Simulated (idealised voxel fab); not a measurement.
Process module in this document: voxel trench capacitor
Xsec cut, 255 nm wide, square cell size 5 nm.
Just so we're on the same page, the cross-sections are grids of square cells, and they're listed out in bands top to bottom, each band one or more rows deep.
Heights first: top, then bottom, in nm. Then materials, left to right, each with a width in nm. "everywhere" on a single material: fills the band edge to edge. "empty": empty space.
We count height from 0. Below that, the starting wafer is all one material. The lowest band never ends at the bottom but goes on down; see "0 down" for how that is written.
The expression "30->40" gives the width at the extremes of the band, the first number at its top row of cells and the second at its bottom row, with the width changing by equal amounts from each row to the next in between.
"all unchanged" for a step: no cell of the cross-section changed in that step.
"Catalogued sealed voids": sealed empty spaces, 8 cells or more, no open way to top, listed width x height at distance, with distance from the left edge and width, height and distance in nm.
Formally, on a step line, whatever follows the settings is a remark that the simulator itself makes on the step.
On any step carrying a mask, the "overlay nm" setting, if present on the step's line, tells how far right of its planned place the mask lay; negative values point to the left.

## These are the steps we planned for the process
1: RECEIVE,material Si
2: CONFORMAL_DEP,material SiN,thk nm 5
3: DIRECTIONAL_DEP,material aC,thk nm 15
4: PATTERN,tone open,mask id TRENCH,material resist,width nm 20,pitch nm 45,thk nm 30,overlay nm 0
5: DIRECTIONAL_ETCH,etch materials aC,depth nm 15
6: STRIP,etch materials resist
7: DIRECTIONAL_ETCH,etch materials SiN,depth nm 5
8: DIRECTIONAL_ETCH,etch materials Si,depth nm 30
9: STRIP,etch materials aC
10: CONFORMAL_DEP,material Al2O3,thk nm 5
11: FILL_DEP,material polySi,thk nm 5
12: CMP,height nm 5

## Account of the first of two wafers, which was processed as intended

## Incoming wafer, cross-sectional view, post step 1
> 0 down = Si everywhere
> Catalogued sealed voids: none

## Presented here is a cross-section of the wafer after step 2 has been performed
> 5 to 0 = SiN everywhere
> Rest of section, below 0: as before.

## Presented here is a cross-section of the wafer after step 3 has been performed
> 20 to 5 = aC everywhere
> Rest of section, below 5: as before.

## Presented here is a cross-section of the wafer after step 4 has been performed
> 50 to 20 = resist=95; empty=20; resist=25; empty=20; resist=95
> Rest of section, below 20: as before.

## Presented here is a cross-section of the wafer after step 5 has been performed
> 35 to 20 = resist=95; empty=20; resist=25; empty=20; resist=95
> 20 to 5 = aC=95; empty=20; aC=25; empty=20; aC=95
> Rest of section, below 5: as before.

## Presented here is a cross-section of the wafer after step 6 has been performed
> 20 to 5 = aC=95; empty=20; aC=25; empty=20; aC=95
> Rest of section, below 5: as before.

## Presented here is a cross-section of the wafer after step 7 has been performed
> 20 to 5 = aC=95; empty=20; aC=25; empty=20; aC=95
> 5 to 0 = SiN=95; empty=20; SiN=25; empty=20; SiN=95
> Rest of section, below 0: as before.

## Presented here is a cross-section of the wafer after step 8 has been performed
> 20 to 5 = aC=95; empty=20; aC=25; empty=20; aC=95
> 5 to 0 = SiN=95; empty=20; SiN=25; empty=20; SiN=95
> 0 to -30 = Si=95; empty=20; Si=25; empty=20; Si=95
> Rest of section, below -30: as before.

## Presented here is a cross-section of the wafer after step 9 has been performed
> 5 to 0 = SiN=95; empty=20; SiN=25; empty=20; SiN=95
> Rest of section, below 0: as before.

## Presented here is a cross-section of the wafer after step 10 has been performed
> 10 to 5 = Al2O3=100; empty=10; Al2O3=35; empty=10; Al2O3=100
> 5 to 0 = SiN=95; Al2O3=5; empty=10; Al2O3=5; SiN=25; Al2O3=5; empty=10; Al2O3=5; SiN=95
> 0 to -25 = Si=95; Al2O3=5; empty=10; Al2O3=5; Si=25; Al2O3=5; empty=10; Al2O3=5; Si=95
> -25 to -30 = Si=95; Al2O3=20; Si=25; Al2O3=20; Si=95
> Rest of section, below -30: as before.

## Presented here is a cross-section of the wafer after step 11 has been performed
> 15 to 10 = polySi everywhere
> 10 to 5 = Al2O3=100; polySi=10; Al2O3=35; polySi=10; Al2O3=100
> 5 to 0 = SiN=95; Al2O3=5; polySi=10; Al2O3=5; SiN=25; Al2O3=5; polySi=10; Al2O3=5; SiN=95
> 0 to -25 = Si=95; Al2O3=5; polySi=10; Al2O3=5; Si=25; Al2O3=5; polySi=10; Al2O3=5; Si=95
> Rest of section, below -25: as before.

## Presented here is a cross-section of the wafer after step 12 has been performed
> 5 to 0 = SiN=95; Al2O3=5; polySi=10; Al2O3=5; SiN=25; Al2O3=5; polySi=10; Al2O3=5; SiN=95
> Rest of section, below 0: as before.

## Wafer two. Identical start, identical plan. One mistake in execution. Identical history through step 10

## Cross-section of the second wafer at the time step 11 of the plan should have ended
> 15 to 10 = SiN everywhere
> 10 to 5 = Al2O3=100; SiN=10; Al2O3=35; SiN=10; Al2O3=100
> 5 to 0 = SiN=95; Al2O3=5; SiN=10; Al2O3=5; SiN=25; Al2O3=5; SiN=10; Al2O3=5; SiN=95
> 0 to -25 = Si=95; Al2O3=5; SiN=10; Al2O3=5; Si=25; Al2O3=5; SiN=10; Al2O3=5; Si=95
> Rest of section, below -25: as before.

## Cross-section of the second wafer at the time step 12 of the plan should have ended
> 5 to 0 = SiN=95; Al2O3=5; SiN=10; Al2O3=5; SiN=25; Al2O3=5; SiN=10; Al2O3=5; SiN=95
> Rest of section, below 0: as before.
What was the processing mistake? it should be noted that step 11 was executed with settings other than those planned, the operation and settings actually applied being FILL_DEP,material SiN,thk nm 5
Upon completion, the second wafer contains, in terms of cells, a greater or smaller amount of certain materials than the first wafer: +24 SiN, -24 polySi
